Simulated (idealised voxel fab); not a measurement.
process module | voxel transistor to metal
cross-section cut | 165 nm wide | cells 5 nm
A cross-section is a grid of square cells, given in bands from the top down. A band is one or more rows of cells.
Each band's line starts with the height of the band's top and of its bottom, in nm. Then come its materials from left to right, each with its width in nm. One material with "throughout" fills the band from edge to edge. "air" is empty space.
Height 0 is the level under which the wafer as received is all one material. The lowest band goes on downwards, as in "0 down".
A width such as "30 to 40" changes by the same amount from each row of cells to the next, from the band's top row to its bottom row.
"no change" after a step means that no cell of the cross-section changed.
closed voids: empty space of 8 cells or more with no open way to the top, each as width x height at its distance from the left edge, in nm
after a step's settings: what the simulator itself notes on the step
overlay nm, on a step with a mask: how far to the right of its planned place the mask lay; to the left if negative
plan
1 op RECEIVE | material Si
2 op CONFORMAL_DEP | material SiO2 | thk nm 5
3 op CONFORMAL_DEP | material SiN | thk nm 10
4 op PATTERN | tone cover | mask id ACTIVE | material resist | width nm 115 | thk nm 20 | overlay nm 0
5 op DIRECTIONAL_ETCH | etch materials SiN | depth nm 10
6 op DIRECTIONAL_ETCH | etch materials SiO2 | depth nm 5
7 op DIRECTIONAL_ETCH | etch materials Si | depth nm 25
8 op STRIP | etch materials resist
9 op FILL_DEP | material SiO2 | thk nm 10
10 op CMP | height nm 15
11 op SELECTIVE_ETCH | etch materials SiO2 | depth nm 10
12 op STRIP | etch materials SiN
13 op SELECTIVE_ETCH | etch materials SiO2 | depth nm 5
14 op OXIDIZE | depth nm 5
15 op DIRECTIONAL_DEP | material polySi | thk nm 25
16 op DIRECTIONAL_DEP | material SiCN | thk nm 15
17 op MASKED_ETCH | tone cover | mask id GATE | width nm 25 | etch materials SiCN | depth nm 25 | overlay nm 0
18 op MASKED_ETCH | tone cover | mask id GATE | width nm 25 | etch materials polySi | depth nm 35 | overlay nm 0
19 op CONFORMAL_DEP | material SiN | thk nm 10
20 op DIRECTIONAL_ETCH | etch materials SiN | depth nm 10
21 op DIRECTIONAL_ETCH | etch materials SiO2 | depth nm 5
22 op DIRECTIONAL_ETCH | etch materials Si | depth nm 15
23 op EPI | material nSi | thk nm 20
24 op FILL_DEP | material SiO2 | thk nm 5
25 op CMP | height nm 25
26 op STRIP | etch materials polySi
27 op SELECTIVE_ETCH | etch materials SiO2 | depth nm 5
28 op CONFORMAL_DEP | material HfO2 | thk nm 5
29 op CONFORMAL_DEP | material TiN | thk nm 5
30 op FILL_DEP | material W | thk nm 5
31 op CMP | height nm 20
32 op DIRECTIONAL_DEP | material SiO2 | thk nm 10
33 op PATTERN | tone open | mask id CONTACT | material resist | width nm 20 | pitch nm 75 | thk nm 20 | overlay nm 0
34 op DIRECTIONAL_ETCH | etch materials SiO2 | depth nm 30
35 op STRIP | etch materials resist
36 op CONFORMAL_DEP | material TiN | thk nm 5
37 op FILL_DEP | material W | thk nm 5
38 op CMP | height nm 30
39 op CONFORMAL_DEP | material SiCN | thk nm 5
40 op DIRECTIONAL_DEP | material lowk | thk nm 20
41 op DIRECTIONAL_DEP | material aC | thk nm 15
42 op PATTERN | tone open | mask id METAL_1 | material resist | width nm 20 | pitch nm 75 | thk nm 30 | overlay nm 0
43 op DIRECTIONAL_ETCH | etch materials aC | depth nm 15
44 op STRIP | etch materials resist
45 op DIRECTIONAL_ETCH | etch materials lowk | depth nm 20
46 op DIRECTIONAL_ETCH | etch materials SiCN | depth nm 5
47 op STRIP | etch materials aC
48 op CONFORMAL_DEP | material TiN | thk nm 5
49 op FILL_DEP | material Cu | thk nm 5
50 op CMP | height nm 55
51 op EPI | material Ru | thk nm 5
52 op FILL_DEP | material SiCN | thk nm 5
53 op DIRECTIONAL_DEP | material lowk | thk nm 30
54 op MASKED_ETCH | tone open | mask id METAL_2 | width nm 20 | pitch nm 75 | etch materials lowk | depth nm 15 | overlay nm 0
55 op MASKED_ETCH | tone open | mask id METAL_2_HOLES | width nm 15 | pitch nm 75 | etch materials lowk | depth nm 15 | overlay nm 0
56 op MASKED_ETCH | tone open | mask id METAL_2_HOLES | width nm 15 | pitch nm 75 | etch materials SiCN | depth nm 5 | overlay nm 0
57 op CONFORMAL_DEP | material TiN | thk nm 5
58 op FILL_DEP | material Cu | thk nm 5
59 op CMP | height nm 95
60 op CONFORMAL_DEP | material SiCN | thk nm 5
as received, after step 1
  0 down: Si throughout
  closed voids: none
first wafer at the end, as planned
  100 to 95: SiCN throughout
  95 to 85: lowk 35 | TiN 5 | Cu 10 | TiN 5 | lowk 55 | TiN 5 | Cu 10 | TiN 5 | lowk 35
  85 to 80: lowk 35 | TiN 5 | Cu 5 | TiN 10 | lowk 55 | TiN 5 | Cu 5 | TiN 10 | lowk 35
  80 to 65: lowk 35 | TiN 5 | Cu 5 | TiN 5 | lowk 60 | TiN 5 | Cu 5 | TiN 5 | lowk 40
  65 to 60: SiCN 35 | TiN 15 | SiCN 60 | TiN 15 | SiCN 40
  60 to 55: SiCN 30 | Ru 30 | SiCN 45 | Ru 30 | SiCN 30
  55 to 35: lowk 35 | TiN 5 | Cu 10 | TiN 5 | lowk 55 | TiN 5 | Cu 10 | TiN 5 | lowk 35
  35 to 30: SiCN 35 | TiN 20 | SiCN 55 | TiN 20 | SiCN 35
  30 to 20: SiO2 35 | TiN 5 | W 10 | TiN 5 | SiO2 55 | TiN 5 | W 10 | TiN 5 | SiO2 35
  20 to 15: SiO2 35 | TiN 20 | SiO2 5 | SiN 10 | HfO2 5 | TiN 5 | W 5 | TiN 5 | HfO2 5 | SiN 10 | SiO2 5 | TiN 20 | SiO2 35
  15 to 5: SiO2 35 | TiN 5 | nSi 20 | SiN 10 | HfO2 5 | TiN 5 | W 5 | TiN 5 | HfO2 5 | SiN 10 | nSi 20 | TiN 5 | SiO2 35
  5 to 0: SiO2 35 | TiN 5 | nSi 20 | SiN 10 | HfO2 5 | TiN 15 | HfO2 5 | SiN 10 | nSi 20 | TiN 5 | SiO2 35
  0 to -5: SiO2 20 | nSi 40 | SiO2 5 | HfO2 35 | SiO2 5 | nSi 40 | SiO2 20
  -5 to -20: SiO2 25 | nSi 35 | Si 45 | nSi 35 | SiO2 25
  -20 to -25: SiO2 25 | Si 115 | SiO2 25
  -25 down: Si throughout
  closed voids: none
second wafer at the end: like start, like plan, one mistake
  100 to 95: SiCN throughout
  95 to 85: lowk 35 | TiN 5 | Cu 10 | TiN 5 | lowk 55 | TiN 5 | Cu 10 | TiN 5 | lowk 35
  85 to 80: lowk 35 | TiN 5 | Cu 5 | TiN 10 | lowk 55 | TiN 5 | Cu 5 | TiN 10 | lowk 35
  80 to 65: lowk 35 | TiN 5 | Cu 5 | TiN 5 | lowk 60 | TiN 5 | Cu 5 | TiN 5 | lowk 40
  65 to 60: SiCN 35 | TiN 15 | SiCN 60 | TiN 15 | SiCN 40
  60 to 55: SiCN 30 | Ru 30 | SiCN 45 | Ru 30 | SiCN 30
  55 to 35: lowk 35 | TiN 5 | Cu 10 | TiN 5 | lowk 55 | TiN 5 | Cu 10 | TiN 5 | lowk 35
  35 to 30: SiCN 35 | TiN 20 | SiCN 55 | TiN 20 | SiCN 35
  30 to 20: SiO2 35 | TiN 5 | W 10 | TiN 5 | SiO2 55 | TiN 5 | W 10 | TiN 5 | SiO2 35
  20 to 15: SiO2 35 | TiN 20 | SiO2 5 | SiN 10 | HfO2 5 | TiN 5 | W 5 | TiN 5 | HfO2 5 | SiN 10 | SiO2 5 | TiN 20 | SiO2 35
  15 to 5: SiO2 35 | TiN 5 | nSi 20 | SiN 10 | HfO2 5 | TiN 5 | W 5 | TiN 5 | HfO2 5 | SiN 10 | nSi 20 | TiN 5 | SiO2 35
  5 to 0: SiO2 35 | TiN 5 | nSi 20 | SiN 10 | HfO2 5 | TiN 15 | HfO2 5 | SiN 10 | nSi 20 | TiN 5 | SiO2 35
  0 to -5: SiO2 20 | nSi 40 | SiO2 5 | HfO2 35 | SiO2 5 | nSi 40 | SiO2 20
  -5 to -20: SiO2 25 | nSi 35 | Si 45 | nSi 35 | SiO2 25
  -20 to -35: SiO2 25 | Si 115 | SiO2 25
  -35 down: Si throughout
  closed voids: none
what went wrong: step 7 ran as: op DIRECTIONAL_ETCH | etch materials Si | depth nm 35
at the end the second wafer has, in cells: 20 fewer of Si | 20 more of SiO2
